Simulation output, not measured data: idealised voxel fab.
The document below concerns the process module designated voxel self aligned vias.
FYI the section here is cut, 285 nm wide, cells are 5 nm squares.
Just so we're on the same page, the cross-sections are grids of square cells, and they're listed out in bands top to bottom, each band one or more rows deep. Look at the band entry: it leads with the top's height and the bottom's height in nm. Then it lists the materials left to right, with a width in nm for each. The word "throughout" on a single material says that material fills the band edge to edge. The word "blank" is empty space. Height 0 is the level under which the wafer as received is all one material. The lowest band goes on downwards, as in "0 and below". Width: "30->40" (first number = top row, second number = bottom row, same change from row to row of cells). No cell of the cross-section changed in a step that is given as "same as before". Voids not open to the top, 8 cells minimum: see "Enclosed void listing". Written width x height at distance; distance is from the left edge; nm. Heads up: the bit after the settings on a step's line is the simulator's remark on that step. "overlay nm" on a masked step: distance the mask lay right of its planned place, negative for left.
-- plan
1. RECEIVE | material Si
2. CONFORMAL_DEP | material SiO2 | thk nm 10
3. CONFORMAL_DEP | material SiCN | thk nm 5
4. DIRECTIONAL_DEP | material SiO2 | thk nm 30
5. DIRECTIONAL_DEP | material aC | thk nm 10
6. PATTERN | tone open | mask id LINES | material resist | width nm 25 | pitch nm 60 | thk nm 25 | overlay nm 0
7. DIRECTIONAL_ETCH | etch materials aC | depth nm 10
8. STRIP | etch materials resist
9. DIRECTIONAL_ETCH | etch materials SiO2 | depth nm 30
10. STRIP | etch materials aC
11. CONFORMAL_DEP | material TiN | thk nm 5
12. FILL_DEP | material Ru | thk nm 10
13. CMP | height nm 45
14. SELECTIVE_ETCH | etch materials W Ru TiN | depth nm 10
15. FILL_DEP | material SiN | thk nm 10
16. CMP | height nm 45
17. DIRECTIONAL_DEP | material SiO2 | thk nm 20
18. DIRECTIONAL_DEP | material aC | thk nm 10
19. PATTERN | tone open | mask id VIAS | material resist | width nm 45 | pitch nm 60 | thk nm 30 | overlay nm 0
20. DIRECTIONAL_ETCH | etch materials aC | depth nm 10
21. STRIP | etch materials resist
22. DIRECTIONAL_ETCH | etch materials SiO2 | depth nm 20
23. DIRECTIONAL_ETCH | etch materials SiN | depth nm 10
24. STRIP | etch materials aC
25. CONFORMAL_DEP | material TiN | thk nm 5
26. FILL_DEP | material Cu | thk nm 5
27. CMP | height nm 65
28. CONFORMAL_DEP | material SiN | thk nm 5
-- As received (post step 1): cross-section
- 0 and below: Si throughout
- Enclosed void listing: none
-- Starting wafer: above. Plan: above. Run: one mistake. Cross-section after the module: below
- 70 down to 65: SiN throughout
- 65 down to 50: Cu 55 nm; TiN 5 nm; SiO2 45 nm; TiN 5 nm; Cu 5 nm; TiN 5 nm; SiO2 45 nm; TiN 5 nm; Cu 5 nm; TiN 5 nm; SiO2 45 nm; TiN 5 nm; Cu 55 nm
- 50 down to 45: TiN 60 nm; SiO2 45 nm; TiN 15 nm; SiO2 45 nm; TiN 15 nm; SiO2 45 nm; TiN 60 nm
- 45 down to 35: SiO2 70 nm; SiN 25 nm; SiO2 35 nm; SiN 25 nm; SiO2 35 nm; SiN 25 nm; SiO2 70 nm
- 35 down to 20: SiO2 70 nm; TiN 5 nm; Ru 15 nm; TiN 5 nm; SiO2 35 nm; TiN 5 nm; Ru 15 nm; TiN 5 nm; SiO2 35 nm; TiN 5 nm; Ru 15 nm; TiN 5 nm; SiO2 70 nm
- 20 down to 15: SiO2 70 nm; TiN 25 nm; SiO2 35 nm; TiN 25 nm; SiO2 35 nm; TiN 25 nm; SiO2 70 nm
- 15 down to 10: SiCN throughout
- 10 down to 0: SiO2 throughout
- 0 and below: Si throughout
- Enclosed void listing: none
In executing the process, a mistake was made relative to the plan: step 19 deviated from plan and actually ran as PATTERN | tone cover | mask id VIAS | material resist | width nm 45 | pitch nm 60 | thk nm 30 | overlay nm 0
